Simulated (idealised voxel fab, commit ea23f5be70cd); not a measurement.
The following is a process module called voxel trench capacitor.
cross-section cut | 285 nm wide | cells 5 nm
Format of a cross-section: grid, square cells. Given as bands. Order: top down. Band: one or more rows of cells.
Band: top height; bottom height; in nm. Then, left to right: material with width in nm, for each material. "everywhere": a single material spanning edge to edge. "empty": empty space.
It should be noted that heights are counted from 0, beneath which the wafer as supplied is of one material throughout, and that the lowest band possesses no lower boundary but continues downward, as written in "top 0, no bottom".
When a width is written as two numbers, as in "30->40", the first number is the width in the top row of cells of the band and the second is the width in its bottom row, and the width changes by the same amount from each row to the next.
"same as before" after a step means that no cell of the cross-section changed.
"Fully sealed cavities" means: voids of 8 cells or more that are shut off from the top with no open way through. Written width x height at distance, distance from the left edge, in nm.
Where a step's line continues beyond its settings, the continuation is a remark by the simulator itself on that step.
Each step line may optionally specify "overlay nm", which for a step with a mask gives the rightward distance between the mask's planned place and where it lay, a negative value indicating the leftward direction.
So here's the lineup of process steps we planned
1,RECEIVE: material Si
2,CONFORMAL_DEP: material SiN, thk nm 5
3,MASKED_ETCH: tone open, mask id TRENCH, width nm 20, pitch nm 45, etch materials SiN, depth nm 5, overlay nm 0
4,MASKED_ETCH: tone open, mask id TRENCH, width nm 20, pitch nm 45, etch materials Si, depth nm 25, overlay nm 0
5,CONFORMAL_DEP: material SiO2, thk nm 5
6,FILL_DEP: material polySi, thk nm 5
7,CMP: height nm 5
Below: the first of two wafers, run as planned
As received (post step 1): cross-section
> top 0, no bottom | Si everywhere
> Fully sealed cavities: none
Presented here is a cross-section of the wafer after step 2 has been performed
> top 5, bottom 0 | SiN everywhere
> Under the height 0 nothing was changed.
Presented here is a cross-section of the wafer after step 3 has been performed
> top 5, bottom 0 | SiN 85 / empty 20 / SiN 25 / empty 20 / SiN 25 / empty 20 / SiN 90
> Under the height 0 nothing was changed.
Presented here is a cross-section of the wafer after step 4 has been performed
> top 5, bottom 0 | SiN 85 / empty 20 / SiN 25 / empty 20 / SiN 25 / empty 20 / SiN 90
> top 0, bottom -25 | Si 85 / empty 20 / Si 25 / empty 20 / Si 25 / empty 20 / Si 90
> Under the height -25 nothing was changed.
Presented here is a cross-section of the wafer after step 5 has been performed
> top 10, bottom 5 | SiO2 90 / empty 10 / SiO2 35 / empty 10 / SiO2 35 / empty 10 / SiO2 95
> top 5, bottom 0 | SiN 85 / SiO2 5 / empty 10 / SiO2 5 / SiN 25 / SiO2 5 / empty 10 / SiO2 5 / SiN 25 / SiO2 5 / empty 10 / SiO2 5 / SiN 90
> top 0, bottom -20 | Si 85 / SiO2 5 / empty 10 / SiO2 5 / Si 25 / SiO2 5 / empty 10 / SiO2 5 / Si 25 / SiO2 5 / empty 10 / SiO2 5 / Si 90
> top -20, bottom -25 | Si 85 / SiO2 20 / Si 25 / SiO2 20 / Si 25 / SiO2 20 / Si 90
> Under the height -25 nothing was changed.
Presented here is a cross-section of the wafer after step 6 has been performed
> top 15, bottom 10 | polySi everywhere
> top 10, bottom 5 | SiO2 90 / polySi 10 / SiO2 35 / polySi 10 / SiO2 35 / polySi 10 / SiO2 95
> top 5, bottom 0 | SiN 85 / SiO2 5 / polySi 10 / SiO2 5 / SiN 25 / SiO2 5 / polySi 10 / SiO2 5 / SiN 25 / SiO2 5 / polySi 10 / SiO2 5 / SiN 90
> top 0, bottom -20 | Si 85 / SiO2 5 / polySi 10 / SiO2 5 / Si 25 / SiO2 5 / polySi 10 / SiO2 5 / Si 25 / SiO2 5 / polySi 10 / SiO2 5 / Si 90
> Under the height -20 nothing was changed.
Presented here is a cross-section of the wafer after step 7 has been performed
> top 5, bottom 0 | SiN 85 / SiO2 5 / polySi 10 / SiO2 5 / SiN 25 / SiO2 5 / polySi 10 / SiO2 5 / SiN 25 / SiO2 5 / polySi 10 / SiO2 5 / SiN 90
> Under the height 0 nothing was changed.
Notes, second wafer: start = first wafer's, plan = first wafer's, execution had one mistake; history identical to first through step 1
Here is the second wafer in cross-section at the point where step 2 of the plan should have been done: same as before
Here is the second wafer in cross-section at the point where step 3 of the plan should have been done: same as before
Here is the second wafer in cross-section at the point where step 4 of the plan should have been done
> top 0, bottom -25 | Si 85 / empty 20 / Si 25 / empty 20 / Si 25 / empty 20 / Si 90
> Under the height -25 nothing was changed.
Here is the second wafer in cross-section at the point where step 5 of the plan should have been done
> top 5, bottom 0 | SiO2 90 / empty 10 / SiO2 35 / empty 10 / SiO2 35 / empty 10 / SiO2 95
> top 0, bottom -20 | Si 85 / SiO2 5 / empty 10 / SiO2 5 / Si 25 / SiO2 5 / empty 10 / SiO2 5 / Si 25 / SiO2 5 / empty 10 / SiO2 5 / Si 90
> top -20, bottom -25 | Si 85 / SiO2 20 / Si 25 / SiO2 20 / Si 25 / SiO2 20 / Si 90
> Under the height -25 nothing was changed.
Here is the second wafer in cross-section at the point where step 6 of the plan should have been done
> top 10, bottom 5 | polySi everywhere
> top 5, bottom 0 | SiO2 90 / polySi 10 / SiO2 35 / polySi 10 / SiO2 35 / polySi 10 / SiO2 95
> top 0, bottom -20 | Si 85 / SiO2 5 / polySi 10 / SiO2 5 / Si 25 / SiO2 5 / polySi 10 / SiO2 5 / Si 25 / SiO2 5 / polySi 10 / SiO2 5 / Si 90
> Under the height -20 nothing was changed.
Here is the second wafer in cross-section at the point where step 7 of the plan should have been done
> top 5, bottom 0 | SiO2 90 / polySi 10 / SiO2 35 / polySi 10 / SiO2 35 / polySi 10 / SiO2 95
> Under the height 0 nothing was changed.
Plan not followed: step 2 of the plan got skipped, so it never ran
Per the end-of-run cell counts, the second wafer holds more or fewer of some materials than the first: 45 fewer of SiN, 45 more of SiO2
